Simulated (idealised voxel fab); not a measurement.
process module | voxel self aligned contacts
cross-section cut | 185 nm wide | cells 5 nm
A cross-section is a grid of square cells, given in bands from the top down. A band is one or more rows of cells.
Each band's line starts with the height of the band's top and of its bottom, in nm. Then come its materials from left to right, each with its width in nm. One material with "throughout" fills the band from edge to edge. "air" is empty space.
Height 0 is the level under which the wafer as received is all one material. The lowest band goes on downwards, as in "0 down".
A width such as "30 to 40" changes by the same amount from each row of cells to the next, from the band's top row to its bottom row.
"no change" after a step means that no cell of the cross-section changed.
closed voids: empty space of 8 cells or more with no open way to the top, each as width x height at its distance from the left edge, in nm
after a step's settings: what the simulator itself notes on the step
overlay nm, on a step with a mask: how far to the right of its planned place the mask lay; to the left if negative
plan
1 op RECEIVE | material Si
2 op CONFORMAL_DEP | material SiO2 | thk nm 5
3 op DIRECTIONAL_DEP | material polySi | thk nm 20
4 op DIRECTIONAL_DEP | material SiN | thk nm 15
5 op PATTERN | tone cover | mask id GATE | material resist | width nm 30 | pitch nm 60 | thk nm 15 | overlay nm 0
6 op DIRECTIONAL_ETCH | etch materials SiN | depth nm 15
7 op DIRECTIONAL_ETCH | etch materials polySi | depth nm 20
8 op STRIP | etch materials resist
9 op CONFORMAL_DEP | material SiN | thk nm 5
10 op DIRECTIONAL_ETCH | etch materials SiN | depth nm 5
11 op FILL_DEP | material SiO2 | thk nm 15
12 op CMP | height nm 45
13 op MASKED_ETCH | tone open | mask id CONTACT | width nm 40 | pitch nm 60 | etch materials SiO2 | depth nm 45 | overlay nm 0
14 op CONFORMAL_DEP | material TiN | thk nm 5
15 op FILL_DEP | material W | thk nm 5
16 op CMP | height nm 45
17 op CONFORMAL_DEP | material SiCN | thk nm 5
as received, after step 1
  0 down: Si throughout
  closed voids: none
first wafer at the end, as planned
  50 to 45: SiCN throughout
  45 to 40: SiO2 40 | TiN 15 | W 10 | TiN 15 | SiO2 20 | TiN 15 | W 10 | TiN 15 | SiO2 45
  40 to 25: SiO2 10 | SiN 40 | TiN 5 | W 10 | TiN 5 | SiN 40 | TiN 5 | W 10 | TiN 5 | SiN 40 | SiO2 15
  25 to 5: SiO2 10 | SiN 5 | polySi 30 | SiN 5 | TiN 5 | W 10 | TiN 5 | SiN 5 | polySi 30 | SiN 5 | TiN 5 | W 10 | TiN 5 | SiN 5 | polySi 30 | SiN 5 | SiO2 15
  5 to 0: SiO2 50 | TiN 20 | SiO2 40 | TiN 20 | SiO2 55
  0 down: Si throughout
  closed voids: none
second wafer at the end: like start, like plan, one mistake
  50 to 45: SiCN throughout
  45 to 25: SiN 180 | SiO2 5
  25 to 15: SiN 15 | polySi 30 | SiN 30 | polySi 30 | SiN 30 | polySi 30 | SiN 15 | SiO2 5
  15 to 5: SiN 15 | polySi 30 | SiN 30 | polySi 30 | SiN 30 | polySi 30 | SiN 20
  5 to 0: SiO2 throughout
  0 down: Si throughout
  closed voids: none
what went wrong: step 9 ran as: op CONFORMAL_DEP | material SiN | thk nm 15
at the end the second wafer has, in cells: 122 more of SiN | 42 fewer of SiO2 | 48 fewer of TiN | 32 fewer of W
